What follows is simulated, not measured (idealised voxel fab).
The process module that follows is named voxel transistor to metal.
This is section cut - it's 150 nm across, gridded in 5 nm square cells.
Cross-section layout: square cells on a grid; listed as bands, top to bottom; a band spans one or more cell rows. Within each band entry, the heights of the top and of the bottom of the band appear first, in that order and in nm; the materials of the band then follow from left to right, each with its corresponding width in nm. The designation "all across" on a single material indicates that it fills the band from edge to edge; the designation "air" indicates empty space. The reference from which all heights are counted is 0, the level beneath which the as-received wafer is entirely one material; the lowest band, having no lower bound, proceeds downward and is written after the example "0 down". Note: "30..40" means the width goes from the first number (top row of the band) to the second number (bottom row) in equal steps per row of cells. Reading "nothing got changed" for a step: not a cell of the cross-section changed in it. So "Sealed-off cavities" is basically the list of trapped voids: any empty space of 8 cells or more that can't reach the top through an opening. They're written width x height at distance, the distance being from the left edge, and it's all nm. Past the settings on a step's line: simulator remark, on that step. overlay nm: for a step with a mask, the amount by which the mask lay right of where it was planned; a negative amount means left of it.
This section lists the process steps that were planned
1) RECEIVE [material Si]
2) OXIDIZE [depth nm 5]
3) CONFORMAL_DEP [material SiN] [thk nm 15]
4) MASKED_ETCH [tone cover] [mask id ACTIVE] [width nm 105] [etch materials SiN] [depth nm 15] [overlay nm 0]
5) MASKED_ETCH [tone cover] [mask id ACTIVE] [width nm 105] [etch materials SiO2] [depth nm 5] [overlay nm 0]
6) MASKED_ETCH [tone cover] [mask id ACTIVE] [width nm 105] [etch materials Si] [depth nm 35] [overlay nm 0]
7) FILL_DEP [material SiO2] [thk nm 15]
8) CMP [height nm 15]
9) SELECTIVE_ETCH [etch materials SiO2] [depth nm 15]
10) STRIP [etch materials SiN]
11) SELECTIVE_ETCH [etch materials SiO2] [depth nm 5]
12) OXIDIZE [depth nm 5]
13) DIRECTIONAL_DEP [material polySi] [thk nm 25]
14) DIRECTIONAL_DEP [material SiCN] [thk nm 15]
15) DIRECTIONAL_DEP [material aC] [thk nm 10]
16) PATTERN [tone cover] [mask id GATE] [material resist] [width nm 25] [thk nm 30] [overlay nm 0]
17) DIRECTIONAL_ETCH [etch materials aC] [depth nm 10]
18) STRIP [etch materials resist]
19) DIRECTIONAL_ETCH [etch materials SiCN] [depth nm 25]
20) DIRECTIONAL_ETCH [etch materials polySi] [depth nm 35]
21) STRIP [etch materials aC]
22) CONFORMAL_DEP [material SiN] [thk nm 5]
23) DIRECTIONAL_ETCH [etch materials SiN] [depth nm 5]
24) DIRECTIONAL_ETCH [etch materials SiO2] [depth nm 5]
25) DIRECTIONAL_ETCH [etch materials Si] [depth nm 5]
26) EPI [material SiGe] [thk nm 5]
27) FILL_DEP [material SiO2] [thk nm 10]
28) CMP [height nm 20]
29) STRIP [etch materials polySi]
30) SELECTIVE_ETCH [etch materials SiO2] [depth nm 5]
31) CONFORMAL_DEP [material HfO2] [thk nm 5]
32) CONFORMAL_DEP [material TiN] [thk nm 5]
33) FILL_DEP [material W] [thk nm 5]
34) CMP [height nm 15]
35) DIRECTIONAL_DEP [material SiO2] [thk nm 10]
36) MASKED_ETCH [tone open] [mask id CONTACT] [width nm 15] [pitch nm 80] [etch materials SiO2] [depth nm 35] [overlay nm 0]
37) CONFORMAL_DEP [material TiN] [thk nm 5]
38) FILL_DEP [material W] [thk nm 10]
39) CMP [height nm 25]
40) DIRECTIONAL_DEP [material TiN] [thk nm 5]
41) DIRECTIONAL_DEP [material W] [thk nm 15]
42) PATTERN [tone cover] [mask id METAL_1] [material resist] [width nm 15] [pitch nm 80] [thk nm 20] [overlay nm 0]
43) DIRECTIONAL_ETCH [etch materials W] [depth nm 15]
44) DIRECTIONAL_ETCH [etch materials TiN] [depth nm 5]
45) STRIP [etch materials resist]
46) FILL_DEP [material SiO2] [thk nm 5]
47) CMP [height nm 45]
48) CONFORMAL_DEP [material SiN] [thk nm 5]
Cross-section: wafer on arrival = after step 1
    0 down: Si all across
    Sealed-off cavities: none
Cross-section, first of two wafers, end of module, run as planned
    50 to 45: SiN all across
    45 to 30: SiO2 25 | W 15 | SiO2 65 | W 15 | SiO2 30
    30 to 25: SiO2 25 | TiN 15 | SiO2 65 | TiN 15 | SiO2 30
    25 to 15: SiO2 25 | TiN 5 | W 5 | TiN 5 | SiO2 65 | TiN 5 | W 5 | TiN 5 | SiO2 30
    15 to 0: SiO2 25 | TiN 5 | W 5 | TiN 5 | SiO2 15 | SiN 5 | HfO2 5 | TiN 5 | W 5 | TiN 5 | HfO2 5 | SiN 5 | SiO2 15 | TiN 5 | W 5 | TiN 5 | SiO2 30
    0 to -5: SiO2 25 | TiN 5 | W 5 | TiN 5 | SiO2 15 | SiN 5 | HfO2 5 | TiN 15 | HfO2 5 | SiN 5 | SiO2 15 | TiN 5 | W 5 | TiN 5 | SiO2 30
    -5 to -10: SiO2 25 | TiN 15 | SiO2 10 | SiGe 5 | HfO2 35 | SiGe 5 | SiO2 10 | TiN 15 | SiO2 30
    -10 to -15: SiO2 20 | SiGe 35 | Si 35 | SiGe 35 | SiO2 25
    -15 to -40: SiO2 20 | Si 105 | SiO2 25
    -40 down: Si all across
    Sealed-off cavities: none
Cross-section, wafer two of two, end of module: same start and plan as wafer one, one error in execution
    50 to 45: SiN all across
    45 to 30: SiO2 25 | W 15 | SiO2 65 | W 15 | SiO2 30
    30 to 25: SiO2 25 | TiN 15 | SiO2 65 | TiN 15 | SiO2 30
    25 to 15: SiO2 25 | TiN 5 | W 5 | TiN 5 | SiO2 65 | TiN 5 | W 5 | TiN 5 | SiO2 30
    15 to 0: SiO2 25 | TiN 5 | W 5 | TiN 5 | SiO2 15 | SiN 5 | HfO2 5 | TiN 5 | W 5 | TiN 5 | HfO2 5 | SiN 5 | SiO2 15 | TiN 5 | W 5 | TiN 5 | SiO2 30
    0 to -5: SiO2 25 | TiN 5 | W 5 | TiN 5 | SiO2 15 | SiN 5 | HfO2 5 | TiN 15 | HfO2 5 | SiN 5 | SiO2 15 | TiN 5 | W 5 | TiN 5 | SiO2 30
    -5 to -10: SiO2 15 | SiN 5 | SiO2 5 | TiN 15 | SiO2 10 | SiGe 5 | HfO2 35 | SiGe 5 | SiO2 10 | TiN 15 | SiO2 5 | SiN 5 | SiO2 20
    -10 to -15: SiO2 15 | SiN 5 | SiO2 5 | SiGe 30 | Si 35 | SiGe 30 | SiO2 5 | SiN 5 | SiO2 20
    -15 to -20: SiO2 15 | SiN 5 | SiO2 5 | Si 95 | SiO2 5 | SiN 5 | SiO2 20
    -20 to -25: SiO2 25 | Si 95 | SiO2 30
    -25 to -40: SiO2 20 | Si 105 | SiO2 25
    -40 down: Si all across
    Sealed-off cavities: none
So what did we get wrong on this run? plan step 9 was conducted twice
End of process, cell counts, second wafer against first, materials with more or fewer: 4 fewer of Si; 2 fewer of SiGe; 6 more of SiN
